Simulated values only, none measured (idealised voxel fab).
The following process module bears the name voxel ribs on slabs.
It is cross-section cut that appears here, measuring 255 nm in width, its square cells being 5 nm in size.
Cross-section = grid of square cells, listed top down in bands; band = one or more rows. Quick guide to a band line: top height, bottom height (nm) up front; then every material left to right with its width in nm. Only one material and it's marked "full width"? Then it fills the band edge to edge. And "air" just means empty space. Basically, 0 is our baseline, since under it the wafer straight out of the box is all one material. The bottom band has no lower end and keeps on going down, so it looks like "0 nm and below". The notation "30..40" denotes a width that varies across the rows of cells in the band, beginning at the first number in the top row, finishing at the second number in the bottom row, and changing by an identical amount from each row to the next. Take "stayed the same" at face value: in the step it is given for, the cross-section changed in none of its cells. Under "Tabulated closed voids" you'll find the enclosed gaps, the ones with no way out to the top, that are 8 cells or bigger; each reads width x height at distance, with distance counted from the left edge, everything in nm. On each step's line, the part that comes after the settings is the simulator's own comment on the step. overlay nm: mask offset rightward from planned place, masked step; negative means leftward offset.

### Steps in the process plan
1 RECEIVE (material Si)
2 DIRECTIONAL_DEP (material SiO2; thk nm 20)
3 DIRECTIONAL_DEP (material polySi; thk nm 15)
4 MASKED_ETCH (tone cover; mask id RIB; width nm 20; etch materials polySi; depth nm 5; overlay nm 0)
5 DIRECTIONAL_DEP (material aC; thk nm 15)
6 PATTERN (tone cover; mask id SLAB; material resist; width nm 70; thk nm 30; overlay nm 0)
7 DIRECTIONAL_ETCH (etch materials aC; depth nm 15)
8 STRIP (etch materials resist)
9 DIRECTIONAL_ETCH (etch materials polySi; depth nm 10)
10 STRIP (etch materials aC)
11 FILL_DEP (material SiO2; thk nm 20)
12 CMP (height nm 35)
13 DIRECTIONAL_DEP (material W; thk nm 5)
14 MASKED_ETCH (tone cover; mask id HEATER; width nm 30; etch materials W; depth nm 5; overlay nm 0)
15 CONFORMAL_DEP (material SiN; thk nm 5)
Be aware that, although all wafers share a common starting state, the height nm at step 12 differs among them, and the plan displays the first wafer's value.

### Cross-section of the first of several wafers as received (after step 1)
    0 nm and below | Si full width
    Tabulated closed voids: none

### So in this table every wafer gets its own row, and what you see is where it stands at the end of the module: for each material, how many cells it picked up (+) or gave up (-) since we received it, and after that its closed voids
height nm 35 | +53 SiN | +325 SiO2 | +6 W | +32 polySi | Tabulated closed voids: none
height nm 40 | +53 SiN | +376 SiO2 | +6 W | +32 polySi | Tabulated closed voids: none
height nm 45 | +53 SiN | +427 SiO2 | +6 W | +32 polySi | Tabulated closed voids: none
height nm 50 | +53 SiN | +478 SiO2 | +6 W | +32 polySi | Tabulated closed voids: none
height nm 55 | +53 SiN | +529 SiO2 | +6 W | +32 polySi | Tabulated closed voids: none
